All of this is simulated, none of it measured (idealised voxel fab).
Presented below is a process module, voxel gate over fins.
Section cut is 165 nm wide and gridded with 5 nm square cells.
Cross-sections here: square-cell grids, written as top-down lists of bands, a band being one or more rows of cells.
Top, bottom (nm), then materials left to right with widths (nm); lone material tagged "all across" fills the whole band edge to edge; "empty" = empty space.
Heads up on the height convention: 0 is the point under which the incoming wafer is all one material, and the lowest band has no bottom, it just keeps going down, like "top 0, no bottom".
You'd read "30->40" like this: the band's top row of cells is as wide as the first number, its bottom row is as wide as the second, and going down, every row changes width by the same amount as the row before did.
It should be understood that the words "remained unchanged", when stated for a given step, signify that the cross-section underwent no change in any of its cells during that step.
"Enclosed voids" - sealed voids, min. 8 cells, no opening to top; format: width x height at distance (distance from left edge; nm throughout).
Where a step's line continues beyond its settings, the continuation is a remark by the simulator itself on that step.
Steps that use a mask can have "overlay nm" on their line. It says how far the mask sat to the right of where it was meant to be. Negative means to the left.
-- The process steps that were planned are listed below
step 1: RECEIVE [material Si]
step 2: CONFORMAL_DEP [material SiN] [thk nm 5]
step 3: PATTERN [tone cover] [mask id FINS] [material resist] [width nm 15] [pitch nm 45] [thk nm 20] [overlay nm 0]
step 4: DIRECTIONAL_ETCH [etch materials SiN] [depth nm 5]
step 5: DIRECTIONAL_ETCH [etch materials Si] [depth nm 30]
step 6: STRIP [etch materials resist]
step 7: FILL_DEP [material SiO2] [thk nm 15]
step 8: CMP [height nm 5]
step 9: SELECTIVE_ETCH [etch materials SiO2] [depth nm 20]
step 10: STRIP [etch materials SiN]
step 11: CONFORMAL_DEP [material HfO2] [thk nm 5]
step 12: CONFORMAL_DEP [material TiN] [thk nm 5]
step 13: CONFORMAL_DEP [material TiAl] [thk nm 5]
step 14: CONFORMAL_DEP [material TiN] [thk nm 5]
step 15: FILL_DEP [material W] [thk nm 10]
step 16: CMP [height nm 25]
step 17: CONFORMAL_DEP [material SiCN] [thk nm 10]
-- as received, after step 1
top 0, no bottom: Si all across
Enclosed voids: none
-- Cross-section: first of two wafers, module finished, run according to plan
top 35, bottom 25: SiCN all across
top 25, bottom 20: W all across
top 20, bottom 15: 30 of W, then 100 of TiN, then 35 of W
top 15, bottom 10: 30 of W, then 5 of TiN, then 90 of TiAl, then 5 of TiN, then 35 of W
top 10, bottom 5: 30 of W, then 5 of TiN, then 5 of TiAl, then 35 of TiN, then 10 of TiAl, then 35 of TiN, then 5 of TiAl, then 5 of TiN, then 35 of W
top 5, bottom 0: 35 of TiN, then 5 of TiAl, then 5 of TiN, then 25 of HfO2, then 5 of TiN, then 10 of TiAl, then 5 of TiN, then 25 of HfO2, then 5 of TiN, then 5 of TiAl, then 40 of TiN
top 0, bottom -5: 40 of TiAl, then 5 of TiN, then 5 of HfO2, then 15 of Si, then 5 of HfO2, then 5 of TiN, then 10 of TiAl, then 5 of TiN, then 5 of HfO2, then 15 of Si, then 5 of HfO2, then 5 of TiN, then 45 of TiAl
top -5, bottom -10: 45 of TiN, then 5 of HfO2, then 15 of Si, then 5 of HfO2, then 20 of TiN, then 5 of HfO2, then 15 of Si, then 5 of HfO2, then 50 of TiN
top -10, bottom -15: 50 of HfO2, then 15 of Si, then 30 of HfO2, then 15 of Si, then 55 of HfO2
top -15, bottom -30: 50 of SiO2, then 15 of Si, then 30 of SiO2, then 15 of Si, then 55 of SiO2
top -30, no bottom: Si all across
Enclosed voids: none
-- Second of two wafers, module complete, sectioned: it shares the first wafer's start and plan but was run with one mistake
top 35, bottom 25: SiCN all across
top 25, bottom 20: W all across
top 20, bottom 15: TiN all across
top 15, bottom 10: TiAl all across
top 10, bottom 5: TiN all across
top 5, bottom 0: 55 of HfO2, then 5 of TiN, then 40 of HfO2, then 5 of TiN, then 60 of HfO2
top 0, bottom -10: 50 of Si, then 5 of HfO2, then 5 of TiN, then 5 of HfO2, then 30 of Si, then 5 of HfO2, then 5 of TiN, then 5 of HfO2, then 55 of Si
top -10, bottom -15: 50 of Si, then 15 of HfO2, then 30 of Si, then 15 of HfO2, then 55 of Si
top -15, bottom -30: 50 of Si, then 15 of SiO2, then 30 of Si, then 15 of SiO2, then 55 of Si
top -30, no bottom: Si all across
Enclosed voids: none
The plan and the run diverged here: not per plan at step 3, really ran PATTERN [tone open] [mask id FINS] [material resist] [width nm 15] [pitch nm 45] [thk nm 20] [overlay nm 0]
The final cell counts differ between the wafers, with the second having more or fewer of some materials than the first: Si +126, SiO2 -63, TiAl -12, TiN -12, W -39
